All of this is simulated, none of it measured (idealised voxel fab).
process module | voxel transistor to metal
cross-section cut | 165 nm wide | cells 5 nm
A cross-section is a grid of square cells, given in bands from the top down. A band is one or more rows of cells.
Each band's line starts with the height of the band's top and of its bottom, in nm. Then come its materials from left to right, each with its width in nm. One material with "throughout" fills the band from edge to edge. "air" is empty space.
Height 0 is the level under which the wafer as received is all one material. The lowest band goes on downwards, as in "0 down".
A width such as "30 to 40" changes by the same amount from each row of cells to the next, from the band's top row to its bottom row.
"no change" after a step means that no cell of the cross-section changed.
closed voids: empty space of 8 cells or more with no open way to the top, each as width x height at its distance from the left edge, in nm
after a step's settings: what the simulator itself notes on the step
overlay nm, on a step with a mask: how far to the right of its planned place the mask lay; to the left if negative
plan
1 op RECEIVE | material Si
2 op CONFORMAL_DEP | material SiO2 | thk nm 5
3 op CONFORMAL_DEP | material SiN | thk nm 15
4 op MASKED_ETCH | tone cover | mask id ACTIVE | width nm 115 | etch materials SiN | depth nm 15 | overlay nm 0
5 op MASKED_ETCH | tone cover | mask id ACTIVE | width nm 115 | etch materials SiO2 | depth nm 5 | overlay nm 0
6 op MASKED_ETCH | tone cover | mask id ACTIVE | width nm 115 | etch materials Si | depth nm 20 | overlay nm 0
7 op FILL_DEP | material SiO2 | thk nm 15
8 op CMP | height nm 20
9 op SELECTIVE_ETCH | etch materials SiO2 | depth nm 5
10 op STRIP | etch materials SiN
11 op SELECTIVE_ETCH | etch materials SiO2 | depth nm 5
12 op OXIDIZE | depth nm 5
13 op DIRECTIONAL_DEP | material polySi | thk nm 25
14 op DIRECTIONAL_DEP | material SiCN | thk nm 10
15 op MASKED_ETCH | tone cover | mask id GATE | width nm 15 | etch materials SiCN | depth nm 20 | overlay nm 0
16 op MASKED_ETCH | tone cover | mask id GATE | width nm 15 | etch materials polySi | depth nm 35 | overlay nm 0
17 op CONFORMAL_DEP | material SiO2 | thk nm 5
18 op DIRECTIONAL_ETCH | etch materials SiO2 | depth nm 5
19 op CONFORMAL_DEP | material SiN | thk nm 10
20 op DIRECTIONAL_ETCH | etch materials SiN | depth nm 10
21 op DIRECTIONAL_ETCH | etch materials SiO2 | depth nm 5
22 op DIRECTIONAL_ETCH | etch materials Si | depth nm 5
23 op EPI | material nSi | thk nm 10
24 op FILL_DEP | material SiO2 | thk nm 10
25 op CMP | height nm 35
26 op DIRECTIONAL_DEP | material SiO2 | thk nm 15
27 op PATTERN | tone open | mask id CONTACT | material resist | width nm 20 | pitch nm 75 | thk nm 20 | overlay nm 0
28 op DIRECTIONAL_ETCH | etch materials SiO2 | depth nm 50
29 op STRIP | etch materials resist
30 op CONFORMAL_DEP | material TiN | thk nm 5
31 op FILL_DEP | material Ru | thk nm 10
32 op CMP | height nm 50
33 op CONFORMAL_DEP | material SiN | thk nm 5
34 op DIRECTIONAL_DEP | material lowk | thk nm 15
35 op PATTERN | tone open | mask id METAL_1 | material resist | width nm 20 | pitch nm 75 | thk nm 15 | overlay nm 0
36 op DIRECTIONAL_ETCH | etch materials lowk | depth nm 15
37 op DIRECTIONAL_ETCH | etch materials SiN | depth nm 5
38 op STRIP | etch materials resist
39 op CONFORMAL_DEP | material TiN | thk nm 5
40 op FILL_DEP | material Ru | thk nm 5
41 op CMP | height nm 70
42 op CONFORMAL_DEP | material SiCN | thk nm 5
43 op DIRECTIONAL_DEP | material lowk | thk nm 25
44 op MASKED_ETCH | tone open | mask id METAL_2_HOLES | width nm 15 | pitch nm 75 | etch materials lowk | depth nm 25 | overlay nm 0
45 op DIRECTIONAL_DEP | material aC | thk nm 10
46 op PATTERN | tone open | mask id METAL_2 | material resist | width nm 20 | pitch nm 75 | thk nm 25 | overlay nm 0
47 op DIRECTIONAL_ETCH | etch materials aC | depth nm 10
48 op STRIP | etch materials resist
49 op DIRECTIONAL_ETCH | etch materials lowk | depth nm 15
50 op DIRECTIONAL_ETCH | etch materials SiCN | depth nm 5
51 op STRIP | etch materials aC
52 op CONFORMAL_DEP | material TiN | thk nm 5
53 op FILL_DEP | material Ru | thk nm 10
54 op CMP | height nm 100
55 op CONFORMAL_DEP | material SiCN | thk nm 5
first wafer, as planned
as received, after step 1
  0 down: Si throughout
  closed voids: none
after step 2
  5 to 0: SiO2 throughout
  below 0: unchanged
after step 3
  20 to 5: SiN throughout
  below 5: unchanged
after step 4
  20 to 5: air 25 | SiN 115 | air 25
  below 5: unchanged
after step 5
  20 to 5: air 25 | SiN 115 | air 25
  5 to 0: air 25 | SiO2 115 | air 25
  below 0: unchanged
after step 6
  20 to 5: air 25 | SiN 115 | air 25
  5 to 0: air 25 | SiO2 115 | air 25
  0 to -20: air 25 | Si 115 | air 25
  below -20: unchanged
after step 7
  35 to 20: SiO2 throughout
  20 to 5: SiO2 25 | SiN 115 | SiO2 25
  5 to 0: SiO2 throughout
  0 to -20: SiO2 25 | Si 115 | SiO2 25
  below -20: unchanged
after step 8
  20 to 5: SiO2 25 | SiN 115 | SiO2 25
  below 5: unchanged
after step 9
  20 to 15: air 25 | SiN 115 | air 25
  below 15: unchanged
after step 10
  15 to 5: SiO2 25 | air 115 | SiO2 25
  below 5: unchanged
after step 11
  10 to 0: SiO2 20 | air 125 | SiO2 20
  below 0: unchanged
after step 12
  10 to 0: SiO2 20 | air 125 | SiO2 20
  0 to -5: SiO2 throughout
  below -5: unchanged
after step 13
  35 to 25: polySi 20 | air 125 | polySi 20
  25 to 10: polySi throughout
  10 to 0: SiO2 20 | polySi 125 | SiO2 20
  below 0: unchanged
after step 14
  45 to 35: SiCN 20 | air 125 | SiCN 20
  35 to 25: polySi 20 | SiCN 125 | polySi 20
  below 25: unchanged
after step 15
  35 to 25: polySi 20 | air 55 | SiCN 15 | air 55 | polySi 20
  below 25: unchanged
after step 16
  35 to 25: air 75 | SiCN 15 | air 75
  25 to 10: air 75 | polySi 15 | air 75
  10 to 0: SiO2 20 | air 55 | polySi 15 | air 55 | SiO2 20
  below 0: unchanged
after step 17
  40 to 35: air 70 | SiO2 25 | air 70
  35 to 25: air 70 | SiO2 5 | SiCN 15 | SiO2 5 | air 70
  25 to 15: air 70 | SiO2 5 | polySi 15 | SiO2 5 | air 70
  15 to 5: SiO2 25 | air 45 | SiO2 5 | polySi 15 | SiO2 5 | air 45 | SiO2 25
  5 to 0: SiO2 75 | polySi 15 | SiO2 75
  below 0: unchanged
after step 18
  35 to 25: air 70 | SiO2 5 | SiCN 15 | SiO2 5 | air 70
  25 to 10: air 70 | SiO2 5 | polySi 15 | SiO2 5 | air 70
  10 to 0: SiO2 25 | air 45 | SiO2 5 | polySi 15 | SiO2 5 | air 45 | SiO2 25
  below 0: unchanged
after step 19
  45 to 35: air 60 | SiN 45 | air 60
  35 to 25: air 60 | SiN 10 | SiO2 5 | SiCN 15 | SiO2 5 | SiN 10 | air 60
  25 to 20: air 60 | SiN 10 | SiO2 5 | polySi 15 | SiO2 5 | SiN 10 | air 60
  20 to 10: SiN 35 | air 25 | SiN 10 | SiO2 5 | polySi 15 | SiO2 5 | SiN 10 | air 25 | SiN 35
  10 to 0: SiO2 25 | SiN 45 | SiO2 5 | polySi 15 | SiO2 5 | SiN 45 | SiO2 25
  below 0: unchanged
after step 20
  35 to 25: air 60 | SiN 10 | SiO2 5 | SiCN 15 | SiO2 5 | SiN 10 | air 60
  25 to 10: air 60 | SiN 10 | SiO2 5 | polySi 15 | SiO2 5 | SiN 10 | air 60
  10 to 0: SiO2 25 | SiN 10 | air 25 | SiN 10 | SiO2 5 | polySi 15 | SiO2 5 | SiN 10 | air 25 | SiN 10 | SiO2 25
  below 0: unchanged
after step 21
  35 to 30: air 60 | SiN 10 | air 5 | SiCN 15 | air 5 | SiN 10 | air 60
  30 to 25: air 60 | SiN 10 | SiO2 5 | SiCN 15 | SiO2 5 | SiN 10 | air 60
  25 to 10: air 60 | SiN 10 | SiO2 5 | polySi 15 | SiO2 5 | SiN 10 | air 60
  10 to 5: air 25 | SiN 10 | air 25 | SiN 10 | SiO2 5 | polySi 15 | SiO2 5 | SiN 10 | air 25 | SiN 10 | air 25
  5 to 0: SiO2 25 | SiN 10 | air 25 | SiN 10 | SiO2 5 | polySi 15 | SiO2 5 | SiN 10 | air 25 | SiN 10 | SiO2 25
  0 to -5: SiO2 35 | air 25 | SiO2 45 | air 25 | SiO2 35
  below -5: unchanged
after step 22
  35 to 30: air 60 | SiN 10 | air 5 | SiCN 15 | air 5 | SiN 10 | air 60
  30 to 25: air 60 | SiN 10 | SiO2 5 | SiCN 15 | SiO2 5 | SiN 10 | air 60
  25 to 10: air 60 | SiN 10 | SiO2 5 | polySi 15 | SiO2 5 | SiN 10 | air 60
  10 to 5: air 25 | SiN 10 | air 25 | SiN 10 | SiO2 5 | polySi 15 | SiO2 5 | SiN 10 | air 25 | SiN 10 | air 25
  5 to 0: SiO2 25 | SiN 10 | air 25 | SiN 10 | SiO2 5 | polySi 15 | SiO2 5 | SiN 10 | air 25 | SiN 10 | SiO2 25
  0 to -5: SiO2 35 | air 25 | SiO2 45 | air 25 | SiO2 35
  -5 to -10: SiO2 25 | Si 10 | air 25 | Si 45 | air 25 | Si 10 | SiO2 25
  below -10: unchanged
after step 23
  35 to 30: air 60 | SiN 10 | air 5 | SiCN 15 | air 5 | SiN 10 | air 60
  30 to 25: air 60 | SiN 10 | SiO2 5 | SiCN 15 | SiO2 5 | SiN 10 | air 60
  25 to 10: air 60 | SiN 10 | SiO2 5 | polySi 15 | SiO2 5 | SiN 10 | air 60
  10 to 5: air 25 | SiN 10 | air 25 | SiN 10 | SiO2 5 | polySi 15 | SiO2 5 | SiN 10 | air 25 | SiN 10 | air 25
  5 to 0: SiO2 25 | SiN 10 | nSi 10 | air 5 | nSi 10 | SiN 10 | SiO2 5 | polySi 15 | SiO2 5 | SiN 10 | nSi 10 | air 5 | nSi 10 | SiN 10 | SiO2 25
  0 to -5: SiO2 35 | nSi 25 | SiO2 45 | nSi 25 | SiO2 35
  -5 to -10: SiO2 25 | Si 10 | nSi 25 | Si 45 | nSi 25 | Si 10 | SiO2 25
  below -10: unchanged
after step 24
  45 to 35: SiO2 throughout
  35 to 25: SiO2 60 | SiN 10 | SiO2 5 | SiCN 15 | SiO2 5 | SiN 10 | SiO2 60
  25 to 10: SiO2 60 | SiN 10 | SiO2 5 | polySi 15 | SiO2 5 | SiN 10 | SiO2 60
  10 to 5: SiO2 25 | SiN 10 | SiO2 25 | SiN 10 | SiO2 5 | polySi 15 | SiO2 5 | SiN 10 | SiO2 25 | SiN 10 | SiO2 25
  5 to 0: SiO2 25 | SiN 10 | nSi 10 | SiO2 5 | nSi 10 | SiN 10 | SiO2 5 | polySi 15 | SiO2 5 | SiN 10 | nSi 10 | SiO2 5 | nSi 10 | SiN 10 | SiO2 25
  below 0: unchanged
after step 25
  35 to 25: SiO2 60 | SiN 10 | SiO2 5 | SiCN 15 | SiO2 5 | SiN 10 | SiO2 60
  below 25: unchanged
after step 26
  50 to 35: SiO2 throughout
  below 35: unchanged
after step 27
  70 to 50: resist 35 | air 20 | resist 55 | air 20 | resist 35
  below 50: unchanged
after step 28
  70 to 50: resist 35 | air 20 | resist 55 | air 20 | resist 35
  50 to 35: SiO2 35 | air 20 | SiO2 55 | air 20 | SiO2 35
  35 to 25: SiO2 35 | air 20 | SiO2 5 | SiN 10 | SiO2 5 | SiCN 15 | SiO2 5 | SiN 10 | SiO2 5 | air 20 | SiO2 35
  25 to 10: SiO2 35 | air 20 | SiO2 5 | SiN 10 | SiO2 5 | polySi 15 | SiO2 5 | SiN 10 | SiO2 5 | air 20 | SiO2 35
  10 to 5: SiO2 25 | SiN 10 | air 20 | SiO2 5 | SiN 10 | SiO2 5 | polySi 15 | SiO2 5 | SiN 10 | SiO2 5 | air 20 | SiN 10 | SiO2 25
  5 to 0: SiO2 25 | SiN 10 | nSi 10 | air 5 | nSi 10 | SiN 10 | SiO2 5 | polySi 15 | SiO2 5 | SiN 10 | nSi 10 | air 5 | nSi 10 | SiN 10 | SiO2 25
  below 0: unchanged
after step 29
  50 to 35: SiO2 35 | air 20 | SiO2 55 | air 20 | SiO2 35
  below 35: unchanged
after step 30
  55 to 50: TiN 40 | air 10 | TiN 65 | air 10 | TiN 40
  50 to 35: SiO2 35 | TiN 5 | air 10 | TiN 5 | SiO2 55 | TiN 5 | air 10 | TiN 5 | SiO2 35
  35 to 25: SiO2 35 | TiN 5 | air 10 | TiN 5 | SiO2 5 | SiN 10 | SiO2 5 | SiCN 15 | SiO2 5 | SiN 10 | SiO2 5 | TiN 5 | air 10 | TiN 5 | SiO2 35
  25 to 10: SiO2 35 | TiN 5 | air 10 | TiN 5 | SiO2 5 | SiN 10 | SiO2 5 | polySi 15 | SiO2 5 | SiN 10 | SiO2 5 | TiN 5 | air 10 | TiN 5 | SiO2 35
  10 to 5: SiO2 25 | SiN 10 | TiN 20 | SiO2 5 | SiN 10 | SiO2 5 | polySi 15 | SiO2 5 | SiN 10 | SiO2 5 | TiN 20 | SiN 10 | SiO2 25
  5 to 0: SiO2 25 | SiN 10 | nSi 10 | TiN 5 | nSi 10 | SiN 10 | SiO2 5 | polySi 15 | SiO2 5 | SiN 10 | nSi 10 | TiN 5 | nSi 10 | SiN 10 | SiO2 25
  below 0: unchanged
after step 31
  65 to 55: Ru throughout
  55 to 50: TiN 40 | Ru 10 | TiN 65 | Ru 10 | TiN 40
  50 to 35: SiO2 35 | TiN 5 | Ru 10 | TiN 5 | SiO2 55 | TiN 5 | Ru 10 | TiN 5 | SiO2 35
  35 to 25: SiO2 35 | TiN 5 | Ru 10 | TiN 5 | SiO2 5 | SiN 10 | SiO2 5 | SiCN 15 | SiO2 5 | SiN 10 | SiO2 5 | TiN 5 | Ru 10 | TiN 5 | SiO2 35
  25 to 10: SiO2 35 | TiN 5 | Ru 10 | TiN 5 | SiO2 5 | SiN 10 | SiO2 5 | polySi 15 | SiO2 5 | SiN 10 | SiO2 5 | TiN 5 | Ru 10 | TiN 5 | SiO2 35
  below 10: unchanged
after step 32
  50 to 35: SiO2 35 | TiN 5 | Ru 10 | TiN 5 | SiO2 55 | TiN 5 | Ru 10 | TiN 5 | SiO2 35
  below 35: unchanged
after step 33
  55 to 50: SiN throughout
  below 50: unchanged
after step 34
  70 to 55: lowk throughout
  below 55: unchanged
after step 35
  85 to 70: resist 35 | air 20 | resist 55 | air 20 | resist 35
  below 70: unchanged
after step 36
  85 to 70: resist 35 | air 20 | resist 55 | air 20 | resist 35
  70 to 55: lowk 35 | air 20 | lowk 55 | air 20 | lowk 35
  below 55: unchanged
after step 37
  85 to 70: resist 35 | air 20 | resist 55 | air 20 | resist 35
  70 to 55: lowk 35 | air 20 | lowk 55 | air 20 | lowk 35
  55 to 50: SiN 35 | air 20 | SiN 55 | air 20 | SiN 35
  below 50: unchanged
after step 38
  70 to 55: lowk 35 | air 20 | lowk 55 | air 20 | lowk 35
  below 55: unchanged
after step 39
  75 to 70: TiN 40 | air 10 | TiN 65 | air 10 | TiN 40
  70 to 55: lowk 35 | TiN 5 | air 10 | TiN 5 | lowk 55 | TiN 5 | air 10 | TiN 5 | lowk 35
  55 to 50: SiN 35 | TiN 20 | SiN 55 | TiN 20 | SiN 35
  below 50: unchanged
after step 40
  80 to 75: Ru throughout
  75 to 70: TiN 40 | Ru 10 | TiN 65 | Ru 10 | TiN 40
  70 to 55: lowk 35 | TiN 5 | Ru 10 | TiN 5 | lowk 55 | TiN 5 | Ru 10 | TiN 5 | lowk 35
  below 55: unchanged
after step 41
  70 to 55: lowk 35 | TiN 5 | Ru 10 | TiN 5 | lowk 55 | TiN 5 | Ru 10 | TiN 5 | lowk 35
  below 55: unchanged
after step 42
  75 to 70: SiCN throughout
  below 70: unchanged
after step 43
  100 to 75: lowk throughout
  below 75: unchanged
after step 44
  100 to 75: lowk 35 | air 15 | lowk 60 | air 15 | lowk 40
  below 75: unchanged
after step 45
  110 to 100: aC 35 | air 15 | aC 60 | air 15 | aC 40
  100 to 85: lowk 35 | air 15 | lowk 60 | air 15 | lowk 40
  85 to 75: lowk 35 | aC 15 | lowk 60 | aC 15 | lowk 40
  below 75: unchanged
after step 46
  135 to 110: resist 35 | air 20 | resist 55 | air 20 | resist 35
  below 110: unchanged
after step 47
  125 to 110: resist 35 | air 20 | resist 55 | air 20 | resist 35
  110 to 100: aC 35 | air 20 | aC 55 | air 20 | aC 35
  100 to 75: lowk 35 | air 15 | lowk 60 | air 15 | lowk 40
  below 75: unchanged
after step 48
  110 to 100: aC 35 | air 20 | aC 55 | air 20 | aC 35
  below 100: unchanged
after step 49
  110 to 100: aC 35 | air 20 | aC 55 | air 20 | aC 35
  100 to 85: lowk 35 | air 20 | lowk 55 | air 20 | lowk 35
  below 85: unchanged
after step 50
  110 to 100: aC 35 | air 20 | aC 55 | air 20 | aC 35
  100 to 85: lowk 35 | air 20 | lowk 55 | air 20 | lowk 35
  85 to 75: lowk 35 | air 15 | lowk 60 | air 15 | lowk 40
  75 to 70: SiCN 35 | air 15 | SiCN 60 | air 15 | SiCN 40
  below 70: unchanged
after step 51
  100 to 85: lowk 35 | air 20 | lowk 55 | air 20 | lowk 35
  below 85: unchanged
after step 52
  105 to 100: TiN 40 | air 10 | TiN 65 | air 10 | TiN 40
  100 to 90: lowk 35 | TiN 5 | air 10 | TiN 5 | lowk 55 | TiN 5 | air 10 | TiN 5 | lowk 35
  90 to 85: lowk 35 | TiN 5 | air 5 | TiN 10 | lowk 55 | TiN 5 | air 5 | TiN 10 | lowk 35
  85 to 75: lowk 35 | TiN 5 | air 5 | TiN 5 | lowk 60 | TiN 5 | air 5 | TiN 5 | lowk 40
  75 to 70: SiCN 35 | TiN 15 | SiCN 60 | TiN 15 | SiCN 40
  below 70: unchanged
after step 53
  115 to 105: Ru throughout
  105 to 100: TiN 40 | Ru 10 | TiN 65 | Ru 10 | TiN 40
  100 to 90: lowk 35 | TiN 5 | Ru 10 | TiN 5 | lowk 55 | TiN 5 | Ru 10 | TiN 5 | lowk 35
  90 to 85: lowk 35 | TiN 5 | Ru 5 | TiN 10 | lowk 55 | TiN 5 | Ru 5 | TiN 10 | lowk 35
  85 to 75: lowk 35 | TiN 5 | Ru 5 | TiN 5 | lowk 60 | TiN 5 | Ru 5 | TiN 5 | lowk 40
  below 75: unchanged
after step 54
  100 to 90: lowk 35 | TiN 5 | Ru 10 | TiN 5 | lowk 55 | TiN 5 | Ru 10 | TiN 5 | lowk 35
  below 90: unchanged
after step 55
  105 to 100: SiCN throughout
  below 100: unchanged
second wafer: like start, like plan, one mistake. Through step 7 it matches the first wafer
when step 8 should have ended: no change
when step 9 should have ended
  30 to 20: SiO2 throughout
  below 20: unchanged
when step 10 should have ended: no change
when step 11 should have ended
  25 to 20: SiO2 throughout
  below 20: unchanged
when step 12 should have ended: no change
when step 13 should have ended
  50 to 25: polySi throughout
  below 25: unchanged
when step 14 should have ended
  60 to 50: SiCN throughout
  below 50: unchanged
when step 15 should have ended
  60 to 50: air 75 | SiCN 15 | air 75
  below 50: unchanged
when step 16 should have ended
  60 to 50: air 75 | SiCN 15 | air 75
  50 to 25: air 75 | polySi 15 | air 75
  below 25: unchanged
when step 17 should have ended
  65 to 60: air 70 | SiO2 25 | air 70
  60 to 50: air 70 | SiO2 5 | SiCN 15 | SiO2 5 | air 70
  50 to 30: air 70 | SiO2 5 | polySi 15 | SiO2 5 | air 70
  30 to 25: SiO2 75 | polySi 15 | SiO2 75
  below 25: unchanged
when step 18 should have ended
  60 to 50: air 70 | SiO2 5 | SiCN 15 | SiO2 5 | air 70
  50 to 25: air 70 | SiO2 5 | polySi 15 | SiO2 5 | air 70
  below 25: unchanged
when step 19 should have ended
  70 to 60: air 60 | SiN 45 | air 60
  60 to 50: air 60 | SiN 10 | SiO2 5 | SiCN 15 | SiO2 5 | SiN 10 | air 60
  50 to 35: air 60 | SiN 10 | SiO2 5 | polySi 15 | SiO2 5 | SiN 10 | air 60
  35 to 25: SiN 70 | SiO2 5 | polySi 15 | SiO2 5 | SiN 70
  below 25: unchanged
when step 20 should have ended
  60 to 50: air 60 | SiN 10 | SiO2 5 | SiCN 15 | SiO2 5 | SiN 10 | air 60
  50 to 25: air 60 | SiN 10 | SiO2 5 | polySi 15 | SiO2 5 | SiN 10 | air 60
  below 25: unchanged
when step 21 should have ended
  60 to 55: air 60 | SiN 10 | air 5 | SiCN 15 | air 5 | SiN 10 | air 60
  55 to 50: air 60 | SiN 10 | SiO2 5 | SiCN 15 | SiO2 5 | SiN 10 | air 60
  50 to 25: air 60 | SiN 10 | SiO2 5 | polySi 15 | SiO2 5 | SiN 10 | air 60
  25 to 20: air 60 | SiO2 45 | air 60
  below 20: unchanged
when step 22 should have ended: no change
when step 23 should have ended: no change
when step 24 should have ended
  70 to 60: SiO2 throughout
  60 to 50: SiO2 60 | SiN 10 | SiO2 5 | SiCN 15 | SiO2 5 | SiN 10 | SiO2 60
  50 to 25: SiO2 60 | SiN 10 | SiO2 5 | polySi 15 | SiO2 5 | SiN 10 | SiO2 60
  25 to 20: SiO2 throughout
  below 20: unchanged
when step 25 should have ended
  35 to 25: SiO2 60 | SiN 10 | SiO2 5 | polySi 15 | SiO2 5 | SiN 10 | SiO2 60
  below 25: unchanged
when step 26 should have ended
  50 to 35: SiO2 throughout
  below 35: unchanged
when step 27 should have ended
  70 to 50: resist 35 | air 20 | resist 55 | air 20 | resist 35
  below 50: unchanged
when step 28 should have ended
  70 to 50: resist 35 | air 20 | resist 55 | air 20 | resist 35
  50 to 35: SiO2 35 | air 20 | SiO2 55 | air 20 | SiO2 35
  35 to 25: SiO2 35 | air 20 | SiO2 5 | SiN 10 | SiO2 5 | polySi 15 | SiO2 5 | SiN 10 | SiO2 5 | air 20 | SiO2 35
  25 to 20: SiO2 35 | air 20 | SiO2 55 | air 20 | SiO2 35
  below 20: unchanged
when step 29 should have ended
  50 to 35: SiO2 35 | air 20 | SiO2 55 | air 20 | SiO2 35
  below 35: unchanged
when step 30 should have ended
  55 to 50: TiN 40 | air 10 | TiN 65 | air 10 | TiN 40
  50 to 35: SiO2 35 | TiN 5 | air 10 | TiN 5 | SiO2 55 | TiN 5 | air 10 | TiN 5 | SiO2 35
  35 to 25: SiO2 35 | TiN 5 | air 10 | TiN 5 | SiO2 5 | SiN 10 | SiO2 5 | polySi 15 | SiO2 5 | SiN 10 | SiO2 5 | TiN 5 | air 10 | TiN 5 | SiO2 35
  25 to 20: SiO2 35 | TiN 20 | SiO2 55 | TiN 20 | SiO2 35
  below 20: unchanged
when step 31 should have ended
  65 to 55: Ru throughout
  55 to 50: TiN 40 | Ru 10 | TiN 65 | Ru 10 | TiN 40
  50 to 35: SiO2 35 | TiN 5 | Ru 10 | TiN 5 | SiO2 55 | TiN 5 | Ru 10 | TiN 5 | SiO2 35
  35 to 25: SiO2 35 | TiN 5 | Ru 10 | TiN 5 | SiO2 5 | SiN 10 | SiO2 5 | polySi 15 | SiO2 5 | SiN 10 | SiO2 5 | TiN 5 | Ru 10 | TiN 5 | SiO2 35
  below 25: unchanged
when step 32 should have ended
  50 to 35: SiO2 35 | TiN 5 | Ru 10 | TiN 5 | SiO2 55 | TiN 5 | Ru 10 | TiN 5 | SiO2 35
  below 35: unchanged
when step 33 should have ended
  55 to 50: SiN throughout
  below 50: unchanged
when step 34 should have ended
  70 to 55: lowk throughout
  below 55: unchanged
when step 35 should have ended
  85 to 70: resist 35 | air 20 | resist 55 | air 20 | resist 35
  below 70: unchanged
when step 36 should have ended
  85 to 70: resist 35 | air 20 | resist 55 | air 20 | resist 35
  70 to 55: lowk 35 | air 20 | lowk 55 | air 20 | lowk 35
  below 55: unchanged
when step 37 should have ended
  85 to 70: resist 35 | air 20 | resist 55 | air 20 | resist 35
  70 to 55: lowk 35 | air 20 | lowk 55 | air 20 | lowk 35
  55 to 50: SiN 35 | air 20 | SiN 55 | air 20 | SiN 35
  below 50: unchanged
when step 38 should have ended
  70 to 55: lowk 35 | air 20 | lowk 55 | air 20 | lowk 35
  below 55: unchanged
when step 39 should have ended
  75 to 70: TiN 40 | air 10 | TiN 65 | air 10 | TiN 40
  70 to 55: lowk 35 | TiN 5 | air 10 | TiN 5 | lowk 55 | TiN 5 | air 10 | TiN 5 | lowk 35
  55 to 50: SiN 35 | TiN 20 | SiN 55 | TiN 20 | SiN 35
  below 50: unchanged
when step 40 should have ended
  80 to 75: Ru throughout
  75 to 70: TiN 40 | Ru 10 | TiN 65 | Ru 10 | TiN 40
  70 to 55: lowk 35 | TiN 5 | Ru 10 | TiN 5 | lowk 55 | TiN 5 | Ru 10 | TiN 5 | lowk 35
  below 55: unchanged
when step 41 should have ended
  70 to 55: lowk 35 | TiN 5 | Ru 10 | TiN 5 | lowk 55 | TiN 5 | Ru 10 | TiN 5 | lowk 35
  below 55: unchanged
when step 42 should have ended
  75 to 70: SiCN throughout
  below 70: unchanged
when step 43 should have ended
  100 to 75: lowk throughout
  below 75: unchanged
when step 44 should have ended
  100 to 75: lowk 35 | air 15 | lowk 60 | air 15 | lowk 40
  below 75: unchanged
when step 45 should have ended
  110 to 100: aC 35 | air 15 | aC 60 | air 15 | aC 40
  100 to 85: lowk 35 | air 15 | lowk 60 | air 15 | lowk 40
  85 to 75: lowk 35 | aC 15 | lowk 60 | aC 15 | lowk 40
  below 75: unchanged
when step 46 should have ended
  135 to 110: resist 35 | air 20 | resist 55 | air 20 | resist 35
  below 110: unchanged
when step 47 should have ended
  125 to 110: resist 35 | air 20 | resist 55 | air 20 | resist 35
  110 to 100: aC 35 | air 20 | aC 55 | air 20 | aC 35
  100 to 75: lowk 35 | air 15 | lowk 60 | air 15 | lowk 40
  below 75: unchanged
when step 48 should have ended
  110 to 100: aC 35 | air 20 | aC 55 | air 20 | aC 35
  below 100: unchanged
when step 49 should have ended
  110 to 100: aC 35 | air 20 | aC 55 | air 20 | aC 35
  100 to 85: lowk 35 | air 20 | lowk 55 | air 20 | lowk 35
  below 85: unchanged
when step 50 should have ended
  110 to 100: aC 35 | air 20 | aC 55 | air 20 | aC 35
  100 to 85: lowk 35 | air 20 | lowk 55 | air 20 | lowk 35
  85 to 75: lowk 35 | air 15 | lowk 60 | air 15 | lowk 40
  75 to 70: SiCN 35 | air 15 | SiCN 60 | air 15 | SiCN 40
  below 70: unchanged
when step 51 should have ended
  100 to 85: lowk 35 | air 20 | lowk 55 | air 20 | lowk 35
  below 85: unchanged
when step 52 should have ended
  105 to 100: TiN 40 | air 10 | TiN 65 | air 10 | TiN 40
  100 to 90: lowk 35 | TiN 5 | air 10 | TiN 5 | lowk 55 | TiN 5 | air 10 | TiN 5 | lowk 35
  90 to 85: lowk 35 | TiN 5 | air 5 | TiN 10 | lowk 55 | TiN 5 | air 5 | TiN 10 | lowk 35
  85 to 75: lowk 35 | TiN 5 | air 5 | TiN 5 | lowk 60 | TiN 5 | air 5 | TiN 5 | lowk 40
  75 to 70: SiCN 35 | TiN 15 | SiCN 60 | TiN 15 | SiCN 40
  below 70: unchanged
when step 53 should have ended
  115 to 105: Ru throughout
  105 to 100: TiN 40 | Ru 10 | TiN 65 | Ru 10 | TiN 40
  100 to 90: lowk 35 | TiN 5 | Ru 10 | TiN 5 | lowk 55 | TiN 5 | Ru 10 | TiN 5 | lowk 35
  90 to 85: lowk 35 | TiN 5 | Ru 5 | TiN 10 | lowk 55 | TiN 5 | Ru 5 | TiN 10 | lowk 35
  85 to 75: lowk 35 | TiN 5 | Ru 5 | TiN 5 | lowk 60 | TiN 5 | Ru 5 | TiN 5 | lowk 40
  below 75: unchanged
when step 54 should have ended
  100 to 90: lowk 35 | TiN 5 | Ru 10 | TiN 5 | lowk 55 | TiN 5 | Ru 10 | TiN 5 | lowk 35
  below 90: unchanged
when step 55 should have ended
  105 to 100: SiCN throughout
  below 100: unchanged
what went wrong: step 8 was left out
at the end the second wafer has, in cells: 12 fewer of Ru | 33 more of Si | 6 fewer of SiCN | 41 more of SiN | 5 fewer of SiO2 | 14 fewer of TiN | 28 fewer of nSi | 9 fewer of polySi
